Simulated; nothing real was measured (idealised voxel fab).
Process module in this document: voxel capacitor over wiring
Pictured: cross-section cut, 160 nm wide, on a grid of 5 nm square cells.
Bands, listed from the top down, are how a cross-section gets written in this document; the cross-section itself is a grid of square cells, and a band is one or more rows of them. First you get the band's top height and its bottom height, in nm, and then the materials it's made of, left to right, with each width in nm. If you see a single material with "throughout", that one covers the band edge to edge. "empty" is empty space. Counting heights begins at 0, where everything beneath is, in the wafer as received, one material. The lowest band has no bottom; it goes on downwards, as "z 0 and below" shows. Width: "30..40" (first number = top row, second number = bottom row, same change from row to row of cells). What does "everything unchanged" mean for a step? It means no cell of the cross-section changed in that step. Each empty space that has no open way to the top and spans at least 8 cells appears under "Listed closed voids" as width x height at distance, the distance counted from the left edge, all in nm. Step line, after settings: the simulator's comment on this step. overlay nm: how far to the right of its planned place the mask lay on this masked step (negative: to the left).

[So here's the lineup of process steps we planned]
1,RECEIVE with material Si
2,CONFORMAL_DEP with material SiO2, thk nm 10
3,CONFORMAL_DEP with material SiCN, thk nm 5
4,DIRECTIONAL_DEP with material lowk, thk nm 15
5,PATTERN with tone open, mask id METAL_1, material resist, width nm 20, pitch nm 85, thk nm 20, overlay nm 0
6,DIRECTIONAL_ETCH with etch materials lowk, depth nm 15
7,DIRECTIONAL_ETCH with etch materials SiCN, depth nm 5
8,STRIP with etch materials resist
9,CONFORMAL_DEP with material TiN, thk nm 5
10,FILL_DEP with material Cu, thk nm 5
11,CMP with height nm 30
12,EPI with material Ru, thk nm 5
13,FILL_DEP with material SiCN, thk nm 5
14,DIRECTIONAL_DEP with material lowk, thk nm 10
15,PATTERN with tone open, mask id PLUG_1, material resist, width nm 15, thk nm 15, overlay nm 0
16,DIRECTIONAL_ETCH with etch materials lowk, depth nm 10
17,DIRECTIONAL_ETCH with etch materials SiCN, depth nm 5
18,STRIP with etch materials resist
19,EPI with material Ru, thk nm 10
20,EPI with material Ru, thk nm 5
21,DIRECTIONAL_DEP with material TiN, thk nm 10
22,DIRECTIONAL_DEP with material SiN, thk nm 5
23,DIRECTIONAL_DEP with material TiN, thk nm 5
24,MASKED_ETCH with tone cover, mask id UPPER_PLATE, width nm 70, etch materials TiN, depth nm 5, overlay nm 0
25,MASKED_ETCH with tone cover, mask id UPPER_PLATE, width nm 70, etch materials SiN, depth nm 5, overlay nm 0
26,PATTERN with tone cover, mask id LOWER_PLATE, material resist, width nm 80, thk nm 15, overlay nm 0
27,DIRECTIONAL_ETCH with etch materials TiN, depth nm 10
28,STRIP with etch materials resist
29,FILL_DEP with material SiO2, thk nm 15
30,CMP with height nm 80
31,MASKED_ETCH with tone open, mask id PLUG_2, width nm 15, etch materials SiO2, depth nm 10, overlay nm 0
32,CONFORMAL_DEP with material TiN, thk nm 5
33,FILL_DEP with material W, thk nm 10
34,CMP with height nm 80
35,CONFORMAL_DEP with material SiN, thk nm 5

[The first of two wafers, run as planned]

[The cross-section here shows the wafer as received, i.e. in its state after step 1]
> z 0 and below  Si throughout
> Listed closed voids: none

[Sectional view: wafer, after step 2]
> z 10 to 0  SiO2 throughout
> below 0: unchanged

[Sectional view: wafer, after step 3]
> z 15 to 10  SiCN throughout
> below 10: unchanged

[Sectional view: wafer, after step 4]
> z 30 to 15  lowk throughout
> below 15: unchanged

[Sectional view: wafer, after step 5]
> z 50 to 30  resist=25 | empty=20 | resist=65 | empty=20 | resist=30
> below 30: unchanged

[Sectional view: wafer, after step 6]
> z 50 to 30  resist=25 | empty=20 | resist=65 | empty=20 | resist=30
> z 30 to 15  lowk=25 | empty=20 | lowk=65 | empty=20 | lowk=30
> below 15: unchanged

[Sectional view: wafer, after step 7]
> z 50 to 30  resist=25 | empty=20 | resist=65 | empty=20 | resist=30
> z 30 to 15  lowk=25 | empty=20 | lowk=65 | empty=20 | lowk=30
> z 15 to 10  SiCN=25 | empty=20 | SiCN=65 | empty=20 | SiCN=30
> below 10: unchanged

[Sectional view: wafer, after step 8]
> z 30 to 15  lowk=25 | empty=20 | lowk=65 | empty=20 | lowk=30
> below 15: unchanged

[Sectional view: wafer, after step 9]
> z 35 to 30  TiN=30 | empty=10 | TiN=75 | empty=10 | TiN=35
> z 30 to 15  lowk=25 | TiN=5 | empty=10 | TiN=5 | lowk=65 | TiN=5 | empty=10 | TiN=5 | lowk=30
> z 15 to 10  SiCN=25 | TiN=20 | SiCN=65 | TiN=20 | SiCN=30
> below 10: unchanged

[Sectional view: wafer, after step 10]
> z 40 to 35  Cu throughout
> z 35 to 30  TiN=30 | Cu=10 | TiN=75 | Cu=10 | TiN=35
> z 30 to 15  lowk=25 | TiN=5 | Cu=10 | TiN=5 | lowk=65 | TiN=5 | Cu=10 | TiN=5 | lowk=30
> below 15: unchanged

[Sectional view: wafer, after step 11]
> z 30 to 15  lowk=25 | TiN=5 | Cu=10 | TiN=5 | lowk=65 | TiN=5 | Cu=10 | TiN=5 | lowk=30
> below 15: unchanged

[Sectional view: wafer, after step 12]
> z 35 to 30  empty=20 | Ru=30 | empty=55 | Ru=30 | empty=25
> below 30: unchanged

[Sectional view: wafer, after step 13]
> z 40 to 35  SiCN throughout
> z 35 to 30  SiCN=20 | Ru=30 | SiCN=55 | Ru=30 | SiCN=25
> below 30: unchanged

[Sectional view: wafer, after step 14]
> z 50 to 40  lowk throughout
> below 40: unchanged

[Sectional view: wafer, after step 15]
> z 65 to 50  resist=30 | empty=15 | resist=115
> below 50: unchanged

[Sectional view: wafer, after step 16]
> z 65 to 50  resist=30 | empty=15 | resist=115
> z 50 to 40  lowk=30 | empty=15 | lowk=115
> below 40: unchanged

[Sectional view: wafer, after step 17]
> z 65 to 50  resist=30 | empty=15 | resist=115
> z 50 to 40  lowk=30 | empty=15 | lowk=115
> z 40 to 35  SiCN=30 | empty=15 | SiCN=115
> below 35: unchanged

[Sectional view: wafer, after step 18]
> z 50 to 40  lowk=30 | empty=15 | lowk=115
> below 40: unchanged

[Sectional view: wafer, after step 19]
> z 50 to 45  lowk=30 | empty=15 | lowk=115
> z 45 to 40  lowk=30 | Ru=15 | lowk=115
> z 40 to 35  SiCN=30 | Ru=15 | SiCN=115
> below 35: unchanged

[Sectional view: wafer, after step 20]
> z 50 to 40  lowk=30 | Ru=15 | lowk=115
> below 40: unchanged

[Sectional view: wafer, after step 21]
> z 60 to 50  TiN throughout
> below 50: unchanged

[Sectional view: wafer, after step 22]
> z 65 to 60  SiN throughout
> below 60: unchanged

[Sectional view: wafer, after step 23]
> z 70 to 65  TiN throughout
> below 65: unchanged

[Sectional view: wafer, after step 24]
> z 70 to 65  empty=30 | TiN=70 | empty=60
> below 65: unchanged

[Sectional view: wafer, after step 25]
> z 70 to 65  empty=30 | TiN=70 | empty=60
> z 65 to 60  empty=30 | SiN=70 | empty=60
> below 60: unchanged

[Sectional view: wafer, after step 26]
> z 85 to 70  empty=25 | resist=80 | empty=55
> z 70 to 65  empty=25 | resist=5 | TiN=70 | resist=5 | empty=55
> z 65 to 60  empty=25 | resist=5 | SiN=70 | resist=5 | empty=55
> below 60: unchanged

[Sectional view: wafer, after step 27]
> z 85 to 70  empty=25 | resist=80 | empty=55
> z 70 to 65  empty=25 | resist=5 | TiN=70 | resist=5 | empty=55
> z 65 to 60  empty=25 | resist=5 | SiN=70 | resist=5 | empty=55
> z 60 to 50  empty=25 | TiN=80 | empty=55
> below 50: unchanged

[Sectional view: wafer, after step 28]
> z 70 to 65  empty=30 | TiN=70 | empty=60
> z 65 to 60  empty=30 | SiN=70 | empty=60
> below 60: unchanged

[Sectional view: wafer, after step 29]
> z 85 to 70  SiO2 throughout
> z 70 to 65  SiO2=30 | TiN=70 | SiO2=60
> z 65 to 60  SiO2=30 | SiN=70 | SiO2=60
> z 60 to 50  SiO2=25 | TiN=80 | SiO2=55
> below 50: unchanged

[Sectional view: wafer, after step 30]
> z 80 to 70  SiO2 throughout
> below 70: unchanged

[Sectional view: wafer, after step 31]
> z 80 to 70  SiO2=40 | empty=15 | SiO2=105
> below 70: unchanged

[Sectional view: wafer, after step 32]
> z 85 to 80  TiN=45 | empty=5 | TiN=110
> z 80 to 75  SiO2=40 | TiN=5 | empty=5 | TiN=5 | SiO2=105
> z 75 to 65  SiO2=40..30 | TiN=15..70 | SiO2=105..60
> below 65: unchanged

[Sectional view: wafer, after step 33]
> z 95 to 85  W throughout
> z 85 to 80  TiN=45 | W=5 | TiN=110
> z 80 to 75  SiO2=40 | TiN=5 | W=5 | TiN=5 | SiO2=105
> below 75: unchanged

[Sectional view: wafer, after step 34]
> z 80 to 75  SiO2=40 | TiN=5 | W=5 | TiN=5 | SiO2=105
> below 75: unchanged

[Sectional view: wafer, after step 35]
> z 85 to 80  SiN throughout
> below 80: unchanged

[second wafer: like start, like plan, one mistake. Through step 25 it matches the first wafer]

[Second wafer cross-section, taken as of the time the plan sets for step 26 to be done]
> z 85 to 70  empty=30 | resist=80 | empty=50
> z 70 to 65  empty=30 | TiN=70 | resist=10 | empty=50
> z 65 to 60  empty=30 | SiN=70 | resist=10 | empty=50
> below 60: unchanged

[Second wafer cross-section, taken as of the time the plan sets for step 27 to be done]
> z 85 to 70  empty=30 | resist=80 | empty=50
> z 70 to 65  empty=30 | TiN=70 | resist=10 | empty=50
> z 65 to 60  empty=30 | SiN=70 | resist=10 | empty=50
> z 60 to 50  empty=30 | TiN=80 | empty=50
> below 50: unchanged

[Second wafer cross-section, taken as of the time the plan sets for step 28 to be done]
> z 70 to 65  empty=30 | TiN=70 | empty=60
> z 65 to 60  empty=30 | SiN=70 | empty=60
> below 60: unchanged

[Second wafer cross-section, taken as of the time the plan sets for step 29 to be done]
> z 85 to 70  SiO2 throughout
> z 70 to 65  SiO2=30 | TiN=70 | SiO2=60
> z 65 to 60  SiO2=30 | SiN=70 | SiO2=60
> z 60 to 50  SiO2=30 | TiN=80 | SiO2=50
> below 50: unchanged

[Second wafer cross-section, taken as of the time the plan sets for step 30 to be done]
> z 80 to 70  SiO2 throughout
> below 70: unchanged

[Second wafer cross-section, taken as of the time the plan sets for step 31 to be done]
> z 80 to 70  SiO2=40 | empty=15 | SiO2=105
> below 70: unchanged

[Second wafer cross-section, taken as of the time the plan sets for step 32 to be done]
> z 85 to 80  TiN=45 | empty=5 | TiN=110
> z 80 to 75  SiO2=40 | TiN=5 | empty=5 | TiN=5 | SiO2=105
> z 75 to 65  SiO2=40..30 | TiN=15..70 | SiO2=105..60
> below 65: unchanged

[Second wafer cross-section, taken as of the time the plan sets for step 33 to be done]
> z 95 to 85  W throughout
> z 85 to 80  TiN=45 | W=5 | TiN=110
> z 80 to 75  SiO2=40 | TiN=5 | W=5 | TiN=5 | SiO2=105
> below 75: unchanged

[Second wafer cross-section, taken as of the time the plan sets for step 34 to be done]
> z 80 to 75  SiO2=40 | TiN=5 | W=5 | TiN=5 | SiO2=105
> below 75: unchanged

[Second wafer cross-section, taken as of the time the plan sets for step 35 to be done]
> z 85 to 80  SiN throughout
> below 80: unchanged
Where did the run depart from the plan? off-plan run, step 26, actual operation and settings PATTERN with tone cover, mask id LOWER_PLATE, material resist, width nm 80, thk nm 15, overlay nm 5
Cell counts per material: same on both final wafers. Positions: different.
